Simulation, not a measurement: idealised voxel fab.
process module | voxel capacitor over wiring
cross-section cut | 225 nm wide | cells 5 nm
A cross-section is a grid of square cells, given in bands from the top down. A band is one or more rows of cells.
Each band's line starts with the height of the band's top and of its bottom, in nm. Then come its materials from left to right, each with its width in nm. One material with "throughout" fills the band from edge to edge. "air" is empty space.
Height 0 is the level under which the wafer as received is all one material. The lowest band goes on downwards, as in "0 down".
A width such as "30 to 40" changes by the same amount from each row of cells to the next, from the band's top row to its bottom row.
"no change" after a step means that no cell of the cross-section changed.
closed voids: empty space of 8 cells or more with no open way to the top, each as width x height at its distance from the left edge, in nm
after a step's settings: what the simulator itself notes on the step
overlay nm, on a step with a mask: how far to the right of its planned place the mask lay; to the left if negative
plan
1 op RECEIVE | material Si
2 op CONFORMAL_DEP | material SiO2 | thk nm 10
3 op CONFORMAL_DEP | material SiN | thk nm 5
4 op DIRECTIONAL_DEP | material lowk | thk nm 25
5 op DIRECTIONAL_DEP | material aC | thk nm 15
6 op PATTERN | tone open | mask id METAL_1 | material resist | width nm 25 | pitch nm 80 | thk nm 30 | overlay nm 0
7 op DIRECTIONAL_ETCH | etch materials aC | depth nm 15
8 op STRIP | etch materials resist
9 op DIRECTIONAL_ETCH | etch materials lowk | depth nm 25
10 op DIRECTIONAL_ETCH | etch materials SiN | depth nm 5
11 op STRIP | etch materials aC
12 op CONFORMAL_DEP | material TiN | thk nm 5
13 op FILL_DEP | material Ru | thk nm 5
14 op CMP | height nm 40
15 op EPI | material Ru | thk nm 5
16 op FILL_DEP | material SiCN | thk nm 5
17 op DIRECTIONAL_DEP | material lowk | thk nm 20
18 op DIRECTIONAL_DEP | material aC | thk nm 10
19 op PATTERN | tone open | mask id PLUG_1 | material resist | width nm 15 | thk nm 25 | overlay nm 0
20 op DIRECTIONAL_ETCH | etch materials aC | depth nm 10
21 op STRIP | etch materials resist
22 op DIRECTIONAL_ETCH | etch materials lowk | depth nm 20
23 op DIRECTIONAL_ETCH | etch materials SiCN | depth nm 5
24 op STRIP | etch materials aC
25 op EPI | material Ru | thk nm 10
26 op EPI | material Ru | thk nm 10
27 op EPI | material Ru | thk nm 5
28 op DIRECTIONAL_DEP | material TiN | thk nm 10
29 op DIRECTIONAL_DEP | material HfO2 | thk nm 5
30 op DIRECTIONAL_DEP | material TiN | thk nm 10
31 op MASKED_ETCH | tone cover | mask id UPPER_PLATE | width nm 60 | etch materials TiN | depth nm 10 | overlay nm 0
32 op MASKED_ETCH | tone cover | mask id UPPER_PLATE | width nm 60 | etch materials HfO2 | depth nm 5 | overlay nm 0
33 op MASKED_ETCH | tone cover | mask id LOWER_PLATE | width nm 70 | etch materials TiN | depth nm 10 | overlay nm 0
34 op FILL_DEP | material SiO2 | thk nm 15
35 op CMP | height nm 105
36 op MASKED_ETCH | tone open | mask id PLUG_2 | width nm 15 | etch materials SiO2 | depth nm 10 | overlay nm 0
37 op CONFORMAL_DEP | material TiN | thk nm 5
38 op FILL_DEP | material W | thk nm 10
39 op CMP | height nm 105
40 op CONFORMAL_DEP | material SiCN | thk nm 5
first wafer, as planned
as received, after step 1
  0 down: Si throughout
  closed voids: none
after step 2
  10 to 0: SiO2 throughout
  below 0: unchanged
after step 3
  15 to 10: SiN throughout
  below 10: unchanged
after step 4
  40 to 15: lowk throughout
  below 15: unchanged
after step 5
  55 to 40: aC throughout
  below 40: unchanged
after step 6
  85 to 55: resist 60 | air 25 | resist 55 | air 25 | resist 60
  below 55: unchanged
after step 7
  70 to 55: resist 60 | air 25 | resist 55 | air 25 | resist 60
  55 to 40: aC 60 | air 25 | aC 55 | air 25 | aC 60
  below 40: unchanged
after step 8
  55 to 40: aC 60 | air 25 | aC 55 | air 25 | aC 60
  below 40: unchanged
after step 9
  55 to 40: aC 60 | air 25 | aC 55 | air 25 | aC 60
  40 to 15: lowk 60 | air 25 | lowk 55 | air 25 | lowk 60
  below 15: unchanged
after step 10
  55 to 40: aC 60 | air 25 | aC 55 | air 25 | aC 60
  40 to 15: lowk 60 | air 25 | lowk 55 | air 25 | lowk 60
  15 to 10: SiN 60 | air 25 | SiN 55 | air 25 | SiN 60
  below 10: unchanged
after step 11
  40 to 15: lowk 60 | air 25 | lowk 55 | air 25 | lowk 60
  below 15: unchanged
after step 12
  45 to 40: TiN 65 | air 15 | TiN 65 | air 15 | TiN 65
  40 to 15: lowk 60 | TiN 5 | air 15 | TiN 5 | lowk 55 | TiN 5 | air 15 | TiN 5 | lowk 60
  15 to 10: SiN 60 | TiN 25 | SiN 55 | TiN 25 | SiN 60
  below 10: unchanged
after step 13
  50 to 45: Ru throughout
  45 to 40: TiN 65 | Ru 15 | TiN 65 | Ru 15 | TiN 65
  40 to 15: lowk 60 | TiN 5 | Ru 15 | TiN 5 | lowk 55 | TiN 5 | Ru 15 | TiN 5 | lowk 60
  below 15: unchanged
after step 14
  40 to 15: lowk 60 | TiN 5 | Ru 15 | TiN 5 | lowk 55 | TiN 5 | Ru 15 | TiN 5 | lowk 60
  below 15: unchanged
after step 15
  45 to 40: air 55 | Ru 35 | air 45 | Ru 35 | air 55
  below 40: unchanged
after step 16
  50 to 45: SiCN throughout
  45 to 40: SiCN 55 | Ru 35 | SiCN 45 | Ru 35 | SiCN 55
  below 40: unchanged
after step 17
  70 to 50: lowk throughout
  below 50: unchanged
after step 18
  80 to 70: aC throughout
  below 70: unchanged
after step 19
  105 to 80: resist 70 | air 15 | resist 140
  below 80: unchanged
after step 20
  95 to 80: resist 70 | air 15 | resist 140
  80 to 70: aC 70 | air 15 | aC 140
  below 70: unchanged
after step 21
  80 to 70: aC 70 | air 15 | aC 140
  below 70: unchanged
after step 22
  80 to 70: aC 70 | air 15 | aC 140
  70 to 50: lowk 70 | air 15 | lowk 140
  below 50: unchanged
after step 23
  80 to 70: aC 70 | air 15 | aC 140
  70 to 50: lowk 70 | air 15 | lowk 140
  50 to 45: SiCN 70 | air 15 | SiCN 140
  below 45: unchanged
after step 24
  70 to 50: lowk 70 | air 15 | lowk 140
  below 50: unchanged
after step 25
  70 to 55: lowk 70 | air 15 | lowk 140
  55 to 50: lowk 70 | Ru 15 | lowk 140
  50 to 45: SiCN 70 | Ru 15 | SiCN 140
  below 45: unchanged
after step 26
  70 to 65: lowk 70 | air 15 | lowk 140
  65 to 50: lowk 70 | Ru 15 | lowk 140
  below 50: unchanged
after step 27
  70 to 50: lowk 70 | Ru 15 | lowk 140
  below 50: unchanged
after step 28
  80 to 70: TiN throughout
  below 70: unchanged
after step 29
  85 to 80: HfO2 throughout
  below 80: unchanged
after step 30
  95 to 85: TiN throughout
  below 85: unchanged
after step 31
  95 to 85: air 70 | TiN 60 | air 95
  below 85: unchanged
after step 32
  95 to 85: air 70 | TiN 60 | air 95
  85 to 80: air 70 | HfO2 60 | air 95
  below 80: unchanged
after step 33
  95 to 85: air 70 | TiN 60 | air 95
  85 to 80: air 70 | HfO2 60 | air 95
  80 to 70: air 65 | TiN 70 | air 90
  below 70: unchanged
after step 34
  110 to 95: SiO2 throughout
  95 to 85: SiO2 70 | TiN 60 | SiO2 95
  85 to 80: SiO2 70 | HfO2 60 | SiO2 95
  80 to 70: SiO2 65 | TiN 70 | SiO2 90
  below 70: unchanged
after step 35
  105 to 95: SiO2 throughout
  below 95: unchanged
after step 36
  105 to 95: SiO2 80 | air 15 | SiO2 130
  below 95: unchanged
after step 37
  110 to 105: TiN 85 | air 5 | TiN 135
  105 to 100: SiO2 80 | TiN 5 | air 5 | TiN 5 | SiO2 130
  100 to 95: SiO2 80 | TiN 15 | SiO2 130
  below 95: unchanged
after step 38
  120 to 110: W throughout
  110 to 105: TiN 85 | W 5 | TiN 135
  105 to 100: SiO2 80 | TiN 5 | W 5 | TiN 5 | SiO2 130
  below 100: unchanged
after step 39
  105 to 100: SiO2 80 | TiN 5 | W 5 | TiN 5 | SiO2 130
  below 100: unchanged
after step 40
  110 to 105: SiCN throughout
  below 105: unchanged
second wafer: like start, like plan, one mistake. Through step 24 it matches the first wafer
when step 26 should have ended
  75 to 70: air 65 | Ru 25 | air 135
  70 to 50: lowk 70 | Ru 15 | lowk 140
  50 to 45: SiCN 70 | Ru 15 | SiCN 140
  below 45: unchanged
when step 27 should have ended
  80 to 70: air 60 | Ru 35 | air 130
  below 70: unchanged
when step 28 should have ended
  90 to 80: air 60 | TiN 35 | air 130
  80 to 70: TiN 60 | Ru 35 | TiN 130
  below 70: unchanged
when step 29 should have ended
  95 to 90: air 60 | HfO2 35 | air 130
  90 to 85: air 60 | TiN 35 | air 130
  85 to 80: HfO2 60 | TiN 35 | HfO2 130
  below 80: unchanged
when step 30 should have ended
  105 to 95: air 60 | TiN 35 | air 130
  95 to 90: TiN 60 | HfO2 35 | TiN 130
  90 to 85: TiN throughout
  below 85: unchanged
when step 31 should have ended
  105 to 95: air 70 | TiN 25 | air 130
  95 to 90: air 60 | HfO2 35 | TiN 35 | air 95
  90 to 85: air 60 | TiN 70 | air 95
  below 85: unchanged
when step 32 should have ended
  105 to 95: air 70 | TiN 25 | air 130
  95 to 90: air 70 | HfO2 25 | TiN 35 | air 95
  90 to 85: air 60 | TiN 70 | air 95
  85 to 80: air 60 | TiN 35 | HfO2 35 | air 95
  below 80: unchanged
when step 33 should have ended
  105 to 95: air 70 | TiN 25 | air 130
  95 to 90: air 70 | HfO2 25 | TiN 35 | air 95
  90 to 85: air 65 | TiN 65 | air 95
  85 to 80: air 65 | TiN 30 | HfO2 35 | air 95
  80 to 70: air 60 | Ru 35 | TiN 40 | air 90
  below 70: unchanged
when step 34 should have ended
  120 to 105: SiO2 throughout
  105 to 95: SiO2 70 | TiN 25 | SiO2 130
  95 to 90: SiO2 70 | HfO2 25 | TiN 35 | SiO2 95
  90 to 85: SiO2 65 | TiN 65 | SiO2 95
  85 to 80: SiO2 65 | TiN 30 | HfO2 35 | SiO2 95
  80 to 70: SiO2 60 | Ru 35 | TiN 40 | SiO2 90
  below 70: unchanged
when step 35 should have ended
  105 to 95: SiO2 70 | TiN 25 | SiO2 130
  below 95: unchanged
when step 36 should have ended: no change
when step 37 should have ended
  110 to 105: TiN throughout
  below 105: unchanged
when step 38 should have ended
  120 to 110: W throughout
  below 110: unchanged
when step 39 should have ended
  105 to 95: SiO2 70 | TiN 25 | SiO2 130
  below 95: unchanged
when step 40 should have ended
  110 to 105: SiCN throughout
  below 105: unchanged
what went wrong: one of the steps 25 and 26, which are alike, was run twice
at the end the second wafer has, in cells: 14 more of Ru | 8 fewer of SiO2 | 5 fewer of TiN | 1 fewer of W
